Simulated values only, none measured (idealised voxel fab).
The following is a process module called voxel spacer lines.
The cross-section shown here is cut; it is 175 nm wide and divided into square cells measuring 5 nm on a side.
Each cross-section below is a grid of square cells, stated as bands in top-down order, with one or more rows of cells making up each band. This entry defines a band. It first specifies the height of the band's top and the height of its bottom in nm, and then specifies the band's materials from left to right, stating each material with its width in nm. The word "everywhere" identifies a single material that fills the band from edge to edge, while the word "empty" identifies empty space. Counting heights begins at 0, where everything beneath is, in the wafer as received, one material. The lowest band has no bottom; it goes on downwards, as "top 0, no bottom" shows. Note: "30 to 40" means the width goes from the first number (top row of the band) to the second number (bottom row) in equal steps per row of cells. A step reported as "no alteration" is a step in which no cell of the cross-section changed. You'll see "Closed void roster" listing empty spaces that have no way open to the top, as long as they're 8 cells or more; the notation is width x height at distance, where the distance is from the left edge, and all of it is in nm. On a step's line, text after the settings is the simulator commenting on that step. overlay nm, on a step with a mask: how far to the right of its planned place the mask lay; to the left if negative.

Intended process steps:
1 RECEIVE,material Si
2 CONFORMAL_DEP,material Al2O3,thk nm 5
3 DIRECTIONAL_DEP,material TiN,thk nm 20
4 DIRECTIONAL_DEP,material aC,thk nm 30
5 PATTERN,tone cover,mask id MANDREL,material resist,width nm 20,pitch nm 60,thk nm 40,overlay nm 0
6 DIRECTIONAL_ETCH,etch materials aC,depth nm 30
7 STRIP,etch materials resist
8 CONFORMAL_DEP,material SiO2,thk nm 10
9 DIRECTIONAL_ETCH,etch materials SiO2,depth nm 10
10 STRIP,etch materials aC
11 DIRECTIONAL_ETCH,etch materials TiN,depth nm 20
12 STRIP,etch materials SiO2

Account of the first of two wafers, which was processed as intended:

as received, after step 1:
* top 0, no bottom = Si everywhere
* Closed void roster: none

Cross-sectional representation of the wafer at the conclusion of step 2:
* top 5, bottom 0 = Al2O3 everywhere
* Everything under 0 stays put, no change at all.

Cross-sectional representation of the wafer at the conclusion of step 3:
* top 25, bottom 5 = TiN everywhere
* Everything under 5 stays put, no change at all.

Cross-sectional representation of the wafer at the conclusion of step 4:
* top 55, bottom 25 = aC everywhere
* Everything under 25 stays put, no change at all.

Cross-sectional representation of the wafer at the conclusion of step 5:
* top 95, bottom 55 = 15 empty, then 20 resist, then 40 empty, then 20 resist, then 40 empty, then 20 resist, then 20 empty
* Everything under 55 stays put, no change at all.

Cross-sectional representation of the wafer at the conclusion of step 6:
* top 65, bottom 55 = 15 empty, then 20 resist, then 40 empty, then 20 resist, then 40 empty, then 20 resist, then 20 empty
* top 55, bottom 25 = 15 empty, then 20 aC, then 40 empty, then 20 aC, then 40 empty, then 20 aC, then 20 empty
* Everything under 25 stays put, no change at all.

Cross-sectional representation of the wafer at the conclusion of step 7:
* top 55, bottom 25 = 15 empty, then 20 aC, then 40 empty, then 20 aC, then 40 empty, then 20 aC, then 20 empty
* Everything under 25 stays put, no change at all.

Cross-sectional representation of the wafer at the conclusion of step 8:
* top 65, bottom 55 = 5 empty, then 40 SiO2, then 20 empty, then 40 SiO2, then 20 empty, then 40 SiO2, then 10 empty
* top 55, bottom 35 = 5 empty, then 10 SiO2, then 20 aC, then 10 SiO2, then 20 empty, then 10 SiO2, then 20 aC, then 10 SiO2, then 20 empty, then 10 SiO2, then 20 aC, then 10 SiO2, then 10 empty
* top 35, bottom 25 = 15 SiO2, then 20 aC, then 40 SiO2, then 20 aC, then 40 SiO2, then 20 aC, then 20 SiO2
* Everything under 25 stays put, no change at all.

Cross-sectional representation of the wafer at the conclusion of step 9:
* top 55, bottom 25 = 5 empty, then 10 SiO2, then 20 aC, then 10 SiO2, then 20 empty, then 10 SiO2, then 20 aC, then 10 SiO2, then 20 empty, then 10 SiO2, then 20 aC, then 10 SiO2, then 10 empty
* Everything under 25 stays put, no change at all.

Cross-sectional representation of the wafer at the conclusion of step 10:
* top 55, bottom 25 = 5 empty, then 10 SiO2, then 20 empty, then 10 SiO2, then 20 empty, then 10 SiO2, then 20 empty, then 10 SiO2, then 20 empty, then 10 SiO2, then 20 empty, then 10 SiO2, then 10 empty
* Everything under 25 stays put, no change at all.

Cross-sectional representation of the wafer at the conclusion of step 11:
* top 55, bottom 25 = 5 empty, then 10 SiO2, then 20 empty, then 10 SiO2, then 20 empty, then 10 SiO2, then 20 empty, then 10 SiO2, then 20 empty, then 10 SiO2, then 20 empty, then 10 SiO2, then 10 empty
* top 25, bottom 5 = 5 empty, then 10 TiN, then 20 empty, then 10 TiN, then 20 empty, then 10 TiN, then 20 empty, then 10 TiN, then 20 empty, then 10 TiN, then 20 empty, then 10 TiN, then 10 empty
* Everything under 5 stays put, no change at all.

Cross-sectional representation of the wafer at the conclusion of step 12:
* top 25, bottom 5 = 5 empty, then 10 TiN, then 20 empty, then 10 TiN, then 20 empty, then 10 TiN, then 20 empty, then 10 TiN, then 20 empty, then 10 TiN, then 20 empty, then 10 TiN, then 10 empty
* Everything under 5 stays put, no change at all.

Wafer two. Identical start, identical plan. One mistake in execution. Identical history through step 2:

Second wafer, cut view, end of step 3 per plan:
* top 30, bottom 5 = TiN everywhere
* Everything under 5 stays put, no change at all.

Second wafer, cut view, end of step 4 per plan:
* top 60, bottom 30 = aC everywhere
* Everything under 30 stays put, no change at all.

Second wafer, cut view, end of step 5 per plan:
* top 100, bottom 60 = 15 empty, then 20 resist, then 40 empty, then 20 resist, then 40 empty, then 20 resist, then 20 empty
* Everything under 60 stays put, no change at all.

Second wafer, cut view, end of step 6 per plan:
* top 70, bottom 60 = 15 empty, then 20 resist, then 40 empty, then 20 resist, then 40 empty, then 20 resist, then 20 empty
* top 60, bottom 30 = 15 empty, then 20 aC, then 40 empty, then 20 aC, then 40 empty, then 20 aC, then 20 empty
* Everything under 30 stays put, no change at all.

Second wafer, cut view, end of step 7 per plan:
* top 60, bottom 30 = 15 empty, then 20 aC, then 40 empty, then 20 aC, then 40 empty, then 20 aC, then 20 empty
* Everything under 30 stays put, no change at all.

Second wafer, cut view, end of step 8 per plan:
* top 70, bottom 60 = 5 empty, then 40 SiO2, then 20 empty, then 40 SiO2, then 20 empty, then 40 SiO2, then 10 empty
* top 60, bottom 40 = 5 empty, then 10 SiO2, then 20 aC, then 10 SiO2, then 20 empty, then 10 SiO2, then 20 aC, then 10 SiO2, then 20 empty, then 10 SiO2, then 20 aC, then 10 SiO2, then 10 empty
* top 40, bottom 30 = 15 SiO2, then 20 aC, then 40 SiO2, then 20 aC, then 40 SiO2, then 20 aC, then 20 SiO2
* Everything under 30 stays put, no change at all.

Second wafer, cut view, end of step 9 per plan:
* top 60, bottom 30 = 5 empty, then 10 SiO2, then 20 aC, then 10 SiO2, then 20 empty, then 10 SiO2, then 20 aC, then 10 SiO2, then 20 empty, then 10 SiO2, then 20 aC, then 10 SiO2, then 10 empty
* Everything under 30 stays put, no change at all.

Second wafer, cut view, end of step 10 per plan:
* top 60, bottom 30 = 5 empty, then 10 SiO2, then 20 empty, then 10 SiO2, then 20 empty, then 10 SiO2, then 20 empty, then 10 SiO2, then 20 empty, then 10 SiO2, then 20 empty, then 10 SiO2, then 10 empty
* Everything under 30 stays put, no change at all.

Second wafer, cut view, end of step 11 per plan:
* top 60, bottom 30 = 5 empty, then 10 SiO2, then 20 empty, then 10 SiO2, then 20 empty, then 10 SiO2, then 20 empty, then 10 SiO2, then 20 empty, then 10 SiO2, then 20 empty, then 10 SiO2, then 10 empty
* top 30, bottom 10 = 5 empty, then 10 TiN, then 20 empty, then 10 TiN, then 20 empty, then 10 TiN, then 20 empty, then 10 TiN, then 20 empty, then 10 TiN, then 20 empty, then 10 TiN, then 10 empty
* Everything under 10 stays put, no change at all.

Second wafer, cut view, end of step 12 per plan:
* top 30, bottom 10 = 5 empty, then 10 TiN, then 20 empty, then 10 TiN, then 20 empty, then 10 TiN, then 20 empty, then 10 TiN, then 20 empty, then 10 TiN, then 20 empty, then 10 TiN, then 10 empty
* Everything under 10 stays put, no change at all.
Which mistake was made when the wafer was run? step 3: run off-plan, actual operation and settings DIRECTIONAL_DEP,material TiN,thk nm 25
Counted in cells at the end, the second wafer holds more or fewer of these materials than the first: +35 TiN
